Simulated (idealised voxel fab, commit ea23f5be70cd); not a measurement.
Process module name: voxel wiring stack
FYI the section here is cut, 255 nm wide, cells are 5 nm squares.
Format of a cross-section: grid, square cells. Given as bands. Order: top down. Band: one or more rows of cells. Within each band entry, the heights of the top and of the bottom of the band appear first, in that order and in nm; the materials of the band then follow from left to right, each with its corresponding width in nm. The designation "all across" on a single material indicates that it fills the band from edge to edge; the designation "blank" indicates empty space. Counting heights begins at 0, where everything beneath is, in the wafer as received, one material. The lowest band has no bottom; it goes on downwards, as "0 and below" shows. Top row gets the first number, bottom row gets the second, and each row in between changes by the same step: that is how a band width like "30..40" works. The cross-section has no changed cell in any step marked "no alterations made". In the "Enclosed cavity list" entry, you get each enclosed empty space of 8 cells or more, one with no open way to the top, written width x height at distance, distance from the left edge, in nm. If you see something after the settings on a step's line, that's the simulator's own remark about that step. A step's line can hold "overlay nm"; with a mask on that step, the setting says how far right of the planned place the mask lay, while a negative setting says it lay to the left.

Steps planned for the process
1 RECEIVE with material Si
2 CONFORMAL_DEP with material SiO2, thk nm 15
3 CONFORMAL_DEP with material SiN, thk nm 5
4 DIRECTIONAL_DEP with material SiO2, thk nm 15
5 DIRECTIONAL_DEP with material aC, thk nm 15
6 PATTERN with tone open, mask id METAL_1, material resist, width nm 20, pitch nm 35, thk nm 35, overlay nm 0
7 DIRECTIONAL_ETCH with etch materials aC, depth nm 15
8 STRIP with etch materials resist
9 DIRECTIONAL_ETCH with etch materials SiO2, depth nm 15
10 DIRECTIONAL_ETCH with etch materials SiN, depth nm 5
11 STRIP with etch materials aC
12 CONFORMAL_DEP with material TiN, thk nm 5
13 FILL_DEP with material W, thk nm 10
14 CMP with height nm 35
15 CONFORMAL_DEP with material SiCN, thk nm 5
16 DIRECTIONAL_DEP with material SiO2, thk nm 15
17 PATTERN with tone open, mask id PLUG_1, material resist, width nm 15, pitch nm 70, thk nm 20, overlay nm 0
18 DIRECTIONAL_ETCH with etch materials SiO2, depth nm 15
19 DIRECTIONAL_ETCH with etch materials SiCN, depth nm 5
20 STRIP with etch materials resist
21 CONFORMAL_DEP with material TiN, thk nm 5
22 FILL_DEP with material Ru, thk nm 10
23 CMP with height nm 55
24 DIRECTIONAL_DEP with material TiN, thk nm 5
25 DIRECTIONAL_DEP with material Ru, thk nm 15
26 MASKED_ETCH with tone cover, mask id METAL_2, width nm 20, pitch nm 35, etch materials Ru, depth nm 15, overlay nm 0
27 MASKED_ETCH with tone cover, mask id METAL_2, width nm 20, pitch nm 35, etch materials TiN, depth nm 5, overlay nm 0
28 FILL_DEP with material SiO2, thk nm 5
29 CMP with height nm 75
30 CONFORMAL_DEP with material SiCN, thk nm 5
31 DIRECTIONAL_DEP with material SiO2, thk nm 30
32 DIRECTIONAL_DEP with material aC, thk nm 10
33 PATTERN with tone open, mask id METAL_3, material resist, width nm 20, pitch nm 35, thk nm 30, overlay nm 0
34 DIRECTIONAL_ETCH with etch materials aC, depth nm 10
35 STRIP with etch materials resist
36 DIRECTIONAL_ETCH with etch materials SiO2, depth nm 20
37 STRIP with etch materials aC
38 PATTERN with tone open, mask id METAL_3_HOLES, material resist, width nm 15, pitch nm 70, thk nm 20, overlay nm 0
39 DIRECTIONAL_ETCH with etch materials SiO2, depth nm 10
40 DIRECTIONAL_ETCH with etch materials SiCN, depth nm 5
41 STRIP with etch materials resist
42 CONFORMAL_DEP with material TiN, thk nm 5
43 FILL_DEP with material Cu, thk nm 5
44 CMP with height nm 110
45 CONFORMAL_DEP with material SiN, thk nm 5

First wafer, two in total, run as planned

Here's what the wafer looked like in cross-section when it arrived - that's after step 1
	0 and below | Si all across
	Enclosed cavity list: none

Cross-section of the wafer after step 2
	15 down to 0 | SiO2 all across
	All layers under 0 are left as they were.

Cross-section of the wafer after step 3
	20 down to 15 | SiN all across
	All layers under 15 are left as they were.

Cross-section of the wafer after step 4
	35 down to 20 | SiO2 all across
	All layers under 20 are left as they were.

Cross-section of the wafer after step 5
	50 down to 35 | aC all across
	All layers under 35 are left as they were.

Cross-section of the wafer after step 6
	85 down to 50 | resist 65 nm | blank 20 nm | resist 15 nm | blank 20 nm | resist 15 nm | blank 20 nm | resist 15 nm | blank 20 nm | resist 65 nm
	All layers under 50 are left as they were.

Cross-section of the wafer after step 7
	70 down to 50 | resist 65 nm | blank 20 nm | resist 15 nm | blank 20 nm | resist 15 nm | blank 20 nm | resist 15 nm | blank 20 nm | resist 65 nm
	50 down to 35 | aC 65 nm | blank 20 nm | aC 15 nm | blank 20 nm | aC 15 nm | blank 20 nm | aC 15 nm | blank 20 nm | aC 65 nm
	All layers under 35 are left as they were.

Cross-section of the wafer after step 8
	50 down to 35 | aC 65 nm | blank 20 nm | aC 15 nm | blank 20 nm | aC 15 nm | blank 20 nm | aC 15 nm | blank 20 nm | aC 65 nm
	All layers under 35 are left as they were.

Cross-section of the wafer after step 9
	50 down to 35 | aC 65 nm | blank 20 nm | aC 15 nm | blank 20 nm | aC 15 nm | blank 20 nm | aC 15 nm | blank 20 nm | aC 65 nm
	35 down to 20 | SiO2 65 nm | blank 20 nm | SiO2 15 nm | blank 20 nm | SiO2 15 nm | blank 20 nm | SiO2 15 nm | blank 20 nm | SiO2 65 nm
	All layers under 20 are left as they were.

Cross-section of the wafer after step 10
	50 down to 35 | aC 65 nm | blank 20 nm | aC 15 nm | blank 20 nm | aC 15 nm | blank 20 nm | aC 15 nm | blank 20 nm | aC 65 nm
	35 down to 20 | SiO2 65 nm | blank 20 nm | SiO2 15 nm | blank 20 nm | SiO2 15 nm | blank 20 nm | SiO2 15 nm | blank 20 nm | SiO2 65 nm
	20 down to 15 | SiN 65 nm | blank 20 nm | SiN 15 nm | blank 20 nm | SiN 15 nm | blank 20 nm | SiN 15 nm | blank 20 nm | SiN 65 nm
	All layers under 15 are left as they were.

Cross-section of the wafer after step 11
	35 down to 20 | SiO2 65 nm | blank 20 nm | SiO2 15 nm | blank 20 nm | SiO2 15 nm | blank 20 nm | SiO2 15 nm | blank 20 nm | SiO2 65 nm
	All layers under 20 are left as they were.

Cross-section of the wafer after step 12
	40 down to 35 | TiN 70 nm | blank 10 nm | TiN 25 nm | blank 10 nm | TiN 25 nm | blank 10 nm | TiN 25 nm | blank 10 nm | TiN 70 nm
	35 down to 20 | SiO2 65 nm | TiN 5 nm | blank 10 nm | TiN 5 nm | SiO2 15 nm | TiN 5 nm | blank 10 nm | TiN 5 nm | SiO2 15 nm | TiN 5 nm | blank 10 nm | TiN 5 nm | SiO2 15 nm | TiN 5 nm | blank 10 nm | TiN 5 nm | SiO2 65 nm
	20 down to 15 | SiN 65 nm | TiN 20 nm | SiN 15 nm | TiN 20 nm | SiN 15 nm | TiN 20 nm | SiN 15 nm | TiN 20 nm | SiN 65 nm
	All layers under 15 are left as they were.

Cross-section of the wafer after step 13
	50 down to 40 | W all across
	40 down to 35 | TiN 70 nm | W 10 nm | TiN 25 nm | W 10 nm | TiN 25 nm | W 10 nm | TiN 25 nm | W 10 nm | TiN 70 nm
	35 down to 20 | SiO2 65 nm | TiN 5 nm | W 10 nm | TiN 5 nm | SiO2 15 nm | TiN 5 nm | W 10 nm | TiN 5 nm | SiO2 15 nm | TiN 5 nm | W 10 nm | TiN 5 nm | SiO2 15 nm | TiN 5 nm | W 10 nm | TiN 5 nm | SiO2 65 nm
	All layers under 20 are left as they were.

Cross-section of the wafer after step 14
	35 down to 20 | SiO2 65 nm | TiN 5 nm | W 10 nm | TiN 5 nm | SiO2 15 nm | TiN 5 nm | W 10 nm | TiN 5 nm | SiO2 15 nm | TiN 5 nm | W 10 nm | TiN 5 nm | SiO2 15 nm | TiN 5 nm | W 10 nm | TiN 5 nm | SiO2 65 nm
	All layers under 20 are left as they were.

Cross-section of the wafer after step 15
	40 down to 35 | SiCN all across
	All layers under 35 are left as they were.

Cross-section of the wafer after step 16
	55 down to 40 | SiO2 all across
	All layers under 40 are left as they were.

Cross-section of the wafer after step 17
	75 down to 55 | resist 65 nm | blank 15 nm | resist 55 nm | blank 15 nm | resist 105 nm
	All layers under 55 are left as they were.

Cross-section of the wafer after step 18
	75 down to 55 | resist 65 nm | blank 15 nm | resist 55 nm | blank 15 nm | resist 105 nm
	55 down to 40 | SiO2 65 nm | blank 15 nm | SiO2 55 nm | blank 15 nm | SiO2 105 nm
	All layers under 40 are left as they were.

Cross-section of the wafer after step 19
	75 down to 55 | resist 65 nm | blank 15 nm | resist 55 nm | blank 15 nm | resist 105 nm
	55 down to 40 | SiO2 65 nm | blank 15 nm | SiO2 55 nm | blank 15 nm | SiO2 105 nm
	40 down to 35 | SiCN 65 nm | blank 15 nm | SiCN 55 nm | blank 15 nm | SiCN 105 nm
	All layers under 35 are left as they were.

Cross-section of the wafer after step 20
	55 down to 40 | SiO2 65 nm | blank 15 nm | SiO2 55 nm | blank 15 nm | SiO2 105 nm
	All layers under 40 are left as they were.

Cross-section of the wafer after step 21
	60 down to 55 | TiN 70 nm | blank 5 nm | TiN 65 nm | blank 5 nm | TiN 110 nm
	55 down to 40 | SiO2 65 nm | TiN 5 nm | blank 5 nm | TiN 5 nm | SiO2 55 nm | TiN 5 nm | blank 5 nm | TiN 5 nm | SiO2 105 nm
	40 down to 35 | SiCN 65 nm | TiN 15 nm | SiCN 55 nm | TiN 15 nm | SiCN 105 nm
	All layers under 35 are left as they were.

Cross-section of the wafer after step 22
	70 down to 60 | Ru all across
	60 down to 55 | TiN 70 nm | Ru 5 nm | TiN 65 nm | Ru 5 nm | TiN 110 nm
	55 down to 40 | SiO2 65 nm | TiN 5 nm | Ru 5 nm | TiN 5 nm | SiO2 55 nm | TiN 5 nm | Ru 5 nm | TiN 5 nm | SiO2 105 nm
	All layers under 40 are left as they were.

Cross-section of the wafer after step 23
	55 down to 40 | SiO2 65 nm | TiN 5 nm | Ru 5 nm | TiN 5 nm | SiO2 55 nm | TiN 5 nm | Ru 5 nm | TiN 5 nm | SiO2 105 nm
	All layers under 40 are left as they were.

Cross-section of the wafer after step 24
	60 down to 55 | TiN all across
	All layers under 55 are left as they were.

Cross-section of the wafer after step 25
	75 down to 60 | Ru all across
	All layers under 60 are left as they were.

Cross-section of the wafer after step 26
	75 down to 60 | blank 65 nm | Ru 20 nm | blank 15 nm | Ru 20 nm | blank 15 nm | Ru 20 nm | blank 15 nm | Ru 20 nm | blank 65 nm
	All layers under 60 are left as they were.

Cross-section of the wafer after step 27
	75 down to 60 | blank 65 nm | Ru 20 nm | blank 15 nm | Ru 20 nm | blank 15 nm | Ru 20 nm | blank 15 nm | Ru 20 nm | blank 65 nm
	60 down to 55 | blank 65 nm | TiN 20 nm | blank 15 nm | TiN 20 nm | blank 15 nm | TiN 20 nm | blank 15 nm | TiN 20 nm | blank 65 nm
	All layers under 55 are left as they were.

Cross-section of the wafer after step 28
	80 down to 75 | SiO2 all across
	75 down to 60 | SiO2 65 nm | Ru 20 nm | SiO2 15 nm | Ru 20 nm | SiO2 15 nm | Ru 20 nm | SiO2 15 nm | Ru 20 nm | SiO2 65 nm
	60 down to 55 | SiO2 65 nm | TiN 20 nm | SiO2 15 nm | TiN 20 nm | SiO2 15 nm | TiN 20 nm | SiO2 15 nm | TiN 20 nm | SiO2 65 nm
	All layers under 55 are left as they were.

Cross-section of the wafer after step 29
	75 down to 60 | SiO2 65 nm | Ru 20 nm | SiO2 15 nm | Ru 20 nm | SiO2 15 nm | Ru 20 nm | SiO2 15 nm | Ru 20 nm | SiO2 65 nm
	All layers under 60 are left as they were.

Cross-section of the wafer after step 30
	80 down to 75 | SiCN all across
	All layers under 75 are left as they were.

Cross-section of the wafer after step 31
	110 down to 80 | SiO2 all across
	All layers under 80 are left as they were.

Cross-section of the wafer after step 32
	120 down to 110 | aC all across
	All layers under 110 are left as they were.

Cross-section of the wafer after step 33
	150 down to 120 | resist 65 nm | blank 20 nm | resist 15 nm | blank 20 nm | resist 15 nm | blank 20 nm | resist 15 nm | blank 20 nm | resist 65 nm
	All layers under 120 are left as they were.

Cross-section of the wafer after step 34
	140 down to 120 | resist 65 nm | blank 20 nm | resist 15 nm | blank 20 nm | resist 15 nm | blank 20 nm | resist 15 nm | blank 20 nm | resist 65 nm
	120 down to 110 | aC 65 nm | blank 20 nm | aC 15 nm | blank 20 nm | aC 15 nm | blank 20 nm | aC 15 nm | blank 20 nm | aC 65 nm
	All layers under 110 are left as they were.

Cross-section of the wafer after step 35
	120 down to 110 | aC 65 nm | blank 20 nm | aC 15 nm | blank 20 nm | aC 15 nm | blank 20 nm | aC 15 nm | blank 20 nm | aC 65 nm
	All layers under 110 are left as they were.

Cross-section of the wafer after step 36
	120 down to 110 | aC 65 nm | blank 20 nm | aC 15 nm | blank 20 nm | aC 15 nm | blank 20 nm | aC 15 nm | blank 20 nm | aC 65 nm
	110 down to 90 | SiO2 65 nm | blank 20 nm | SiO2 15 nm | blank 20 nm | SiO2 15 nm | blank 20 nm | SiO2 15 nm | blank 20 nm | SiO2 65 nm
	All layers under 90 are left as they were.

Cross-section of the wafer after step 37
	110 down to 90 | SiO2 65 nm | blank 20 nm | SiO2 15 nm | blank 20 nm | SiO2 15 nm | blank 20 nm | SiO2 15 nm | blank 20 nm | SiO2 65 nm
	All layers under 90 are left as they were.

Cross-section of the wafer after step 38
	130 down to 110 | resist 65 nm | blank 15 nm | resist 55 nm | blank 15 nm | resist 105 nm
	110 down to 90 | SiO2 65 nm | blank 15 nm | resist 5 nm | SiO2 15 nm | resist 20 nm | SiO2 15 nm | blank 15 nm | resist 5 nm | SiO2 15 nm | resist 20 nm | SiO2 65 nm
	All layers under 90 are left as they were.

Cross-section of the wafer after step 39
	130 down to 110 | resist 65 nm | blank 15 nm | resist 55 nm | blank 15 nm | resist 105 nm
	110 down to 90 | SiO2 65 nm | blank 15 nm | resist 5 nm | SiO2 15 nm | resist 20 nm | SiO2 15 nm | blank 15 nm | resist 5 nm | SiO2 15 nm | resist 20 nm | SiO2 65 nm
	90 down to 80 | SiO2 65 nm | blank 15 nm | SiO2 55 nm | blank 15 nm | SiO2 105 nm
	All layers under 80 are left as they were.

Cross-section of the wafer after step 40
	130 down to 110 | resist 65 nm | blank 15 nm | resist 55 nm | blank 15 nm | resist 105 nm
	110 down to 90 | SiO2 65 nm | blank 15 nm | resist 5 nm | SiO2 15 nm | resist 20 nm | SiO2 15 nm | blank 15 nm | resist 5 nm | SiO2 15 nm | resist 20 nm | SiO2 65 nm
	90 down to 80 | SiO2 65 nm | blank 15 nm | SiO2 55 nm | blank 15 nm | SiO2 105 nm
	80 down to 75 | SiCN 65 nm | blank 15 nm | SiCN 55 nm | blank 15 nm | SiCN 105 nm
	All layers under 75 are left as they were.

Cross-section of the wafer after step 41
	110 down to 90 | SiO2 65 nm | blank 20 nm | SiO2 15 nm | blank 20 nm | SiO2 15 nm | blank 20 nm | SiO2 15 nm | blank 20 nm | SiO2 65 nm
	All layers under 90 are left as they were.

Cross-section of the wafer after step 42
	115 down to 110 | TiN 70 nm | blank 10 nm | TiN 25 nm | blank 10 nm | TiN 25 nm | blank 10 nm | TiN 25 nm | blank 10 nm | TiN 70 nm
	110 down to 95 | SiO2 65 nm | TiN 5 nm | blank 10 nm | TiN 5 nm | SiO2 15 nm | TiN 5 nm | blank 10 nm | TiN 5 nm | SiO2 15 nm | TiN 5 nm | blank 10 nm | TiN 5 nm | SiO2 15 nm | TiN 5 nm | blank 10 nm | TiN 5 nm | SiO2 65 nm
	95 down to 90 | SiO2 65 nm | TiN 5 nm | blank 5 nm | TiN 10 nm | SiO2 15 nm | TiN 20 nm | SiO2 15 nm | TiN 5 nm | blank 5 nm | TiN 10 nm | SiO2 15 nm | TiN 20 nm | SiO2 65 nm
	90 down to 80 | SiO2 65 nm | TiN 5 nm | blank 5 nm | TiN 5 nm | SiO2 55 nm | TiN 5 nm | blank 5 nm | TiN 5 nm | SiO2 105 nm
	80 down to 75 | SiCN 65 nm | TiN 15 nm | SiCN 55 nm | TiN 15 nm | SiCN 105 nm
	All layers under 75 are left as they were.

Cross-section of the wafer after step 43
	120 down to 115 | Cu all across
	115 down to 110 | TiN 70 nm | Cu 10 nm | TiN 25 nm | Cu 10 nm | TiN 25 nm | Cu 10 nm | TiN 25 nm | Cu 10 nm | TiN 70 nm
	110 down to 95 | SiO2 65 nm | TiN 5 nm | Cu 10 nm | TiN 5 nm | SiO2 15 nm | TiN 5 nm | Cu 10 nm | TiN 5 nm | SiO2 15 nm | TiN 5 nm | Cu 10 nm | TiN 5 nm | SiO2 15 nm | TiN 5 nm | Cu 10 nm | TiN 5 nm | SiO2 65 nm
	95 down to 90 | SiO2 65 nm | TiN 5 nm | Cu 5 nm | TiN 10 nm | SiO2 15 nm | TiN 20 nm | SiO2 15 nm | TiN 5 nm | Cu 5 nm | TiN 10 nm | SiO2 15 nm | TiN 20 nm | SiO2 65 nm
	90 down to 80 | SiO2 65 nm | TiN 5 nm | Cu 5 nm | TiN 5 nm | SiO2 55 nm | TiN 5 nm | Cu 5 nm | TiN 5 nm | SiO2 105 nm
	All layers under 80 are left as they were.

Cross-section of the wafer after step 44
	110 down to 95 | SiO2 65 nm | TiN 5 nm | Cu 10 nm | TiN 5 nm | SiO2 15 nm | TiN 5 nm | Cu 10 nm | TiN 5 nm | SiO2 15 nm | TiN 5 nm | Cu 10 nm | TiN 5 nm | SiO2 15 nm | TiN 5 nm | Cu 10 nm | TiN 5 nm | SiO2 65 nm
	All layers under 95 are left as they were.

Cross-section of the wafer after step 45
	115 down to 110 | SiN all across
	All layers under 110 are left as they were.

Wafer two. Same start, same plan, one slip in execution. Same as wafer one through step 23, inclusive

Cross-section, second wafer, at the end time the plan gives for step 24
	60 down to 55 | SiN all across
	All layers under 55 are left as they were.

Cross-section, second wafer, at the end time the plan gives for step 25
	75 down to 60 | Ru all across
	All layers under 60 are left as they were.

Cross-section, second wafer, at the end time the plan gives for step 26
	75 down to 60 | blank 65 nm | Ru 20 nm | blank 15 nm | Ru 20 nm | blank 15 nm | Ru 20 nm | blank 15 nm | Ru 20 nm | blank 65 nm
	All layers under 60 are left as they were.

Cross-section, second wafer, at the end time the plan gives for step 27: no alterations made

Cross-section, second wafer, at the end time the plan gives for step 28
	80 down to 75 | SiO2 all across
	75 down to 60 | SiO2 65 nm | Ru 20 nm | SiO2 15 nm | Ru 20 nm | SiO2 15 nm | Ru 20 nm | SiO2 15 nm | Ru 20 nm | SiO2 65 nm
	All layers under 60 are left as they were.

Cross-section, second wafer, at the end time the plan gives for step 29
	75 down to 60 | SiO2 65 nm | Ru 20 nm | SiO2 15 nm | Ru 20 nm | SiO2 15 nm | Ru 20 nm | SiO2 15 nm | Ru 20 nm | SiO2 65 nm
	All layers under 60 are left as they were.

Cross-section, second wafer, at the end time the plan gives for step 30
	80 down to 75 | SiCN all across
	All layers under 75 are left as they were.

Cross-section, second wafer, at the end time the plan gives for step 31
	110 down to 80 | SiO2 all across
	All layers under 80 are left as they were.

Cross-section, second wafer, at the end time the plan gives for step 32
	120 down to 110 | aC all across
	All layers under 110 are left as they were.

Cross-section, second wafer, at the end time the plan gives for step 33
	150 down to 120 | resist 65 nm | blank 20 nm | resist 15 nm | blank 20 nm | resist 15 nm | blank 20 nm | resist 15 nm | blank 20 nm | resist 65 nm
	All layers under 120 are left as they were.

Cross-section, second wafer, at the end time the plan gives for step 34
	140 down to 120 | resist 65 nm | blank 20 nm | resist 15 nm | blank 20 nm | resist 15 nm | blank 20 nm | resist 15 nm | blank 20 nm | resist 65 nm
	120 down to 110 | aC 65 nm | blank 20 nm | aC 15 nm | blank 20 nm | aC 15 nm | blank 20 nm | aC 15 nm | blank 20 nm | aC 65 nm
	All layers under 110 are left as they were.

Cross-section, second wafer, at the end time the plan gives for step 35
	120 down to 110 | aC 65 nm | blank 20 nm | aC 15 nm | blank 20 nm | aC 15 nm | blank 20 nm | aC 15 nm | blank 20 nm | aC 65 nm
	All layers under 110 are left as they were.

Cross-section, second wafer, at the end time the plan gives for step 36
	120 down to 110 | aC 65 nm | blank 20 nm | aC 15 nm | blank 20 nm | aC 15 nm | blank 20 nm | aC 15 nm | blank 20 nm | aC 65 nm
	110 down to 90 | SiO2 65 nm | blank 20 nm | SiO2 15 nm | blank 20 nm | SiO2 15 nm | blank 20 nm | SiO2 15 nm | blank 20 nm | SiO2 65 nm
	All layers under 90 are left as they were.

Cross-section, second wafer, at the end time the plan gives for step 37
	110 down to 90 | SiO2 65 nm | blank 20 nm | SiO2 15 nm | blank 20 nm | SiO2 15 nm | blank 20 nm | SiO2 15 nm | blank 20 nm | SiO2 65 nm
	All layers under 90 are left as they were.

Cross-section, second wafer, at the end time the plan gives for step 38
	130 down to 110 | resist 65 nm | blank 15 nm | resist 55 nm | blank 15 nm | resist 105 nm
	110 down to 90 | SiO2 65 nm | blank 15 nm | resist 5 nm | SiO2 15 nm | resist 20 nm | SiO2 15 nm | blank 15 nm | resist 5 nm | SiO2 15 nm | resist 20 nm | SiO2 65 nm
	All layers under 90 are left as they were.

Cross-section, second wafer, at the end time the plan gives for step 39
	130 down to 110 | resist 65 nm | blank 15 nm | resist 55 nm | blank 15 nm | resist 105 nm
	110 down to 90 | SiO2 65 nm | blank 15 nm | resist 5 nm | SiO2 15 nm | resist 20 nm | SiO2 15 nm | blank 15 nm | resist 5 nm | SiO2 15 nm | resist 20 nm | SiO2 65 nm
	90 down to 80 | SiO2 65 nm | blank 15 nm | SiO2 55 nm | blank 15 nm | SiO2 105 nm
	All layers under 80 are left as they were.

Cross-section, second wafer, at the end time the plan gives for step 40
	130 down to 110 | resist 65 nm | blank 15 nm | resist 55 nm | blank 15 nm | resist 105 nm
	110 down to 90 | SiO2 65 nm | blank 15 nm | resist 5 nm | SiO2 15 nm | resist 20 nm | SiO2 15 nm | blank 15 nm | resist 5 nm | SiO2 15 nm | resist 20 nm | SiO2 65 nm
	90 down to 80 | SiO2 65 nm | blank 15 nm | SiO2 55 nm | blank 15 nm | SiO2 105 nm
	80 down to 75 | SiCN 65 nm | blank 15 nm | SiCN 55 nm | blank 15 nm | SiCN 105 nm
	All layers under 75 are left as they were.

Cross-section, second wafer, at the end time the plan gives for step 41
	110 down to 90 | SiO2 65 nm | blank 20 nm | SiO2 15 nm | blank 20 nm | SiO2 15 nm | blank 20 nm | SiO2 15 nm | blank 20 nm | SiO2 65 nm
	All layers under 90 are left as they were.

Cross-section, second wafer, at the end time the plan gives for step 42
	115 down to 110 | TiN 70 nm | blank 10 nm | TiN 25 nm | blank 10 nm | TiN 25 nm | blank 10 nm | TiN 25 nm | blank 10 nm | TiN 70 nm
	110 down to 95 | SiO2 65 nm | TiN 5 nm | blank 10 nm | TiN 5 nm | SiO2 15 nm | TiN 5 nm | blank 10 nm | TiN 5 nm | SiO2 15 nm | TiN 5 nm | blank 10 nm | TiN 5 nm | SiO2 15 nm | TiN 5 nm | blank 10 nm | TiN 5 nm | SiO2 65 nm
	95 down to 90 | SiO2 65 nm | TiN 5 nm | blank 5 nm | TiN 10 nm | SiO2 15 nm | TiN 20 nm | SiO2 15 nm | TiN 5 nm | blank 5 nm | TiN 10 nm | SiO2 15 nm | TiN 20 nm | SiO2 65 nm
	90 down to 80 | SiO2 65 nm | TiN 5 nm | blank 5 nm | TiN 5 nm | SiO2 55 nm | TiN 5 nm | blank 5 nm | TiN 5 nm | SiO2 105 nm
	80 down to 75 | SiCN 65 nm | TiN 15 nm | SiCN 55 nm | TiN 15 nm | SiCN 105 nm
	All layers under 75 are left as they were.

Cross-section, second wafer, at the end time the plan gives for step 43
	120 down to 115 | Cu all across
	115 down to 110 | TiN 70 nm | Cu 10 nm | TiN 25 nm | Cu 10 nm | TiN 25 nm | Cu 10 nm | TiN 25 nm | Cu 10 nm | TiN 70 nm
	110 down to 95 | SiO2 65 nm | TiN 5 nm | Cu 10 nm | TiN 5 nm | SiO2 15 nm | TiN 5 nm | Cu 10 nm | TiN 5 nm | SiO2 15 nm | TiN 5 nm | Cu 10 nm | TiN 5 nm | SiO2 15 nm | TiN 5 nm | Cu 10 nm | TiN 5 nm | SiO2 65 nm
	95 down to 90 | SiO2 65 nm | TiN 5 nm | Cu 5 nm | TiN 10 nm | SiO2 15 nm | TiN 20 nm | SiO2 15 nm | TiN 5 nm | Cu 5 nm | TiN 10 nm | SiO2 15 nm | TiN 20 nm | SiO2 65 nm
	90 down to 80 | SiO2 65 nm | TiN 5 nm | Cu 5 nm | TiN 5 nm | SiO2 55 nm | TiN 5 nm | Cu 5 nm | TiN 5 nm | SiO2 105 nm
	All layers under 80 are left as they were.

Cross-section, second wafer, at the end time the plan gives for step 44
	110 down to 95 | SiO2 65 nm | TiN 5 nm | Cu 10 nm | TiN 5 nm | SiO2 15 nm | TiN 5 nm | Cu 10 nm | TiN 5 nm | SiO2 15 nm | TiN 5 nm | Cu 10 nm | TiN 5 nm | SiO2 15 nm | TiN 5 nm | Cu 10 nm | TiN 5 nm | SiO2 65 nm
	All layers under 95 are left as they were.

Cross-section, second wafer, at the end time the plan gives for step 45
	115 down to 110 | SiN all across
	All layers under 110 are left as they were.
Misprocessing identified: step 24 deviated from plan and actually ran as DIRECTIONAL_DEP with material SiN, thk nm 5
It is noted that, at the conclusion of processing, the second wafer exhibits a higher or lower cell count for certain materials relative to the first: +51 SiN; -35 SiO2; -16 TiN
